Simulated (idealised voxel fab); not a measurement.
process module | voxel ribs on slabs
Xsec cut, 145 nm wide, square cell size 5 nm.
For the purposes of this document, a cross-section shall be understood as a grid of square cells, specified as bands listed in top-to-bottom order, each band consisting of one or more rows of cells.
The band entry comprises the height of the band's top followed by the height of its bottom, expressed in nm, and subsequently the band's materials from left to right, each stated together with its width in nm. Where a single material is marked with the word "everywhere", that material fills the band from edge to edge. The word "blank" represents empty space.
Height reference: 0 = level under which incoming wafer is all one material. Lowest band: no bottom, runs on downward, e.g. "0 and below".
Graded width ("30..40"): value in top row of band = first number; value in bottom row = second number; row-to-row change constant.
"nothing was modified" -> step changed no cross-section cell.
Closed empty spaces (no open way to the top) of 8 cells or more are what "Closed void roster" lists, each as width x height at distance from the left edge, nm for all three.
Read whatever lies past the settings on a step's line as the simulator's own remark about the step.
The "overlay nm" setting may appear on a step's line; for a step that uses a mask, it gives how far to the right of its planned position the mask lay, and a negative value indicates the left.
Below is the list of planned process steps
step 1: RECEIVE: material Si
step 2: DIRECTIONAL_DEP: material SiO2, thk nm 30
step 3: DIRECTIONAL_DEP: material polySi, thk nm 15
step 4: MASKED_ETCH: tone cover, mask id RIB, width nm 25, etch materials polySi, depth nm 5, overlay nm 0
step 5: PATTERN: tone cover, mask id SLAB, material resist, width nm 65, thk nm 20, overlay nm 0
step 6: DIRECTIONAL_ETCH: etch materials polySi, depth nm 10
step 7: STRIP: etch materials resist
step 8: FILL_DEP: material SiO2, thk nm 30
step 9: CMP: height nm 65
step 10: DIRECTIONAL_DEP: material TiN, thk nm 10
step 11: PATTERN: tone cover, mask id HEATER, material resist, width nm 35, thk nm 15, overlay nm 0
step 12: DIRECTIONAL_ETCH: etch materials TiN, depth nm 10
step 13: STRIP: etch materials resist
step 14: CONFORMAL_DEP: material SiO2, thk nm 5
Incoming wafer, cross-sectional view, post step 1
	0 and below | Si everywhere
	Closed void roster: none
What the wafer looks like in cross-section after this module, when it starts as shown above and follows the plan above but one mistake is made in running it
	80 down to 75 | blank 50, then SiO2 45, then blank 50
	75 down to 70 | blank 50, then SiO2 5, then TiN 35, then SiO2 5, then blank 50
	70 down to 65 | SiO2 55, then TiN 35, then SiO2 55
	65 down to 45 | SiO2 everywhere
	45 down to 40 | SiO2 65, then polySi 15, then SiO2 65
	40 down to 30 | SiO2 40, then polySi 65, then SiO2 40
	30 down to 0 | SiO2 everywhere
	0 and below | Si everywhere
	Closed void roster: none
Here's what went sideways: step 4, actual vs plan mismatch, actual run MASKED_ETCH: tone cover, mask id RIB, width nm 15, etch materials polySi, depth nm 5, overlay nm 0
